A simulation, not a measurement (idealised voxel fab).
Proc. module: voxel plated lines
Xsec cut, 185 nm wide, square cell size 5 nm.
This document writes a cross-section as a grid whose cells are square, and gives it as bands, listed from the top down; one or more rows of cells form a band.
Band entry format. Leading values: height of top, height of bottom, nm. Remainder: materials in left-to-right order, each with its width in nm. Special words: "full width" on a single material, which then fills the band edge to edge; "air", empty space.
Convention: height 0 is the level below which the wafer, as received, is all one material. The lowest band does not terminate at the bottom but continues downward, represented as "top 0, no bottom".
Width "30..40": first value at the band's top row of cells, second value at its bottom row, equal change from row to row.
"left unchanged" after a step means that no cell of the cross-section changed.
Empty spaces counting at least 8 cells and having no open way to the top are listed in "Trapped voids". The notation width x height at distance is used for each, the distance being from the left edge and all three values in nm.
Note: text after step settings on the step line = simulator remark on that step.
Each step line may optionally specify "overlay nm", which for a step with a mask gives the rightward distance between the mask's planned place and where it lay, a negative value indicating the leftward direction.
plan:
1,op RECEIVE | material Si
2,op CONFORMAL_DEP | material Al2O3 | thk nm 5
3,op DIRECTIONAL_DEP | material TiN | thk nm 5
4,op PATTERN | tone open | mask id LINES | material resist | width nm 20 | pitch nm 40 | thk nm 20 | overlay nm 0
5,op EPI | material Ru | thk nm 10
6,op STRIP | etch materials resist
7,op DIRECTIONAL_ETCH | etch materials TiN | depth nm 5
8,op CONFORMAL_DEP | material SiN | thk nm 5
as received, after step 1:
    top 0, no bottom: Si full width
    Trapped voids: none
The plan above was carried out on the starting structure above with one mistake, and this cross-section shows the wafer at the end of the module:
    top 25, bottom 20: air (60)  SiN (25)  air (15)  SiN (25)  air (60)
    top 20, bottom 10: air (60)  SiN (5)  Ru (15)  SiN (5)  air (15)  SiN (5)  Ru (15)  SiN (5)  air (60)
    top 10, bottom 5: SiN (65)  TiN (15)  SiN (25)  TiN (15)  SiN (65)
    top 5, bottom 0: Al2O3 full width
    top 0, no bottom: Si full width
    Trapped voids: none
Short version of what went wrong: step 4 off recipe, ran as op PATTERN | tone open | mask id LINES | material resist | width nm 15 | pitch nm 40 | thk nm 20 | overlay nm 0
